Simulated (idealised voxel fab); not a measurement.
voxel released beams: a process module
Square cells of 5 nm make up the cross-section cut, whose width is 290 nm.
Format of a cross-section: grid, square cells. Given as bands. Order: top down. Band: one or more rows of cells. Per band: top height and bottom height in nm, followed by the left-to-right materials and their widths in nm; "throughout" marks a single material spanning edge to edge, "empty" marks empty space. Heights are measured from 0, the level below which the as-received wafer is all one material; the lowest band has no bottom and continues downward, written as in "top 0, no bottom". Width "30->40": first value at the band's top row of cells, second value at its bottom row, equal change from row to row. "left unchanged" -> step changed no cross-section cell. Enclosed internal cavities: empty space of 8 cells or more with no open way to the top, each as width x height at its distance from the left edge, in nm. If you see something after the settings on a step's line, that's the simulator's own remark about that step. A step's line can hold "overlay nm"; with a mask on that step, the setting says how far right of the planned place the mask lay, while a negative setting says it lay to the left.

[Listed below are the process steps as planned]
1. op RECEIVE | material Si
2. op CONFORMAL_DEP | material SiN | thk nm 10
3. op DIRECTIONAL_DEP | material SiO2 | thk nm 10
4. op PATTERN | tone open | mask id ANCHOR | material resist | width nm 15 | thk nm 15 | overlay nm 0
5. op DIRECTIONAL_ETCH | etch materials SiO2 | depth nm 10
6. op STRIP | etch materials resist
7. op CONFORMAL_DEP | material W | thk nm 10
8. op PATTERN | tone cover | mask id BEAM | material resist | width nm 75 | thk nm 15 | overlay nm 0
9. op DIRECTIONAL_ETCH | etch materials W | depth nm 10
10. op STRIP | etch materials resist
11. op STRIP | etch materials SiO2
What sets these wafers apart? The width nm at step 4. They all start alike, and the plan carries the first wafer's value.

[Cross-section of the first of several received wafers, showing its state after step 1]
> top 0, no bottom | Si throughout
> Enclosed internal cavities: none

[Below is a per-wafer table. In it, each row describes the wafer at the end of the module by giving, for each material, the number of cells gained (+) or lost (-) since the wafer was received, and after that the closed voids of the wafer]
width nm 15; +116 SiN; +36 W; Enclosed internal cavities: none
width nm 20; +116 SiN; +38 W; Enclosed internal cavities: none
width nm 25; +116 SiN; +38 W; Enclosed internal cavities: none
width nm 30; +116 SiN; +38 W; Enclosed internal cavities: none
width nm 35; +116 SiN; +38 W; Enclosed internal cavities: none
width nm 40; +116 SiN; +38 W; Enclosed internal cavities: none
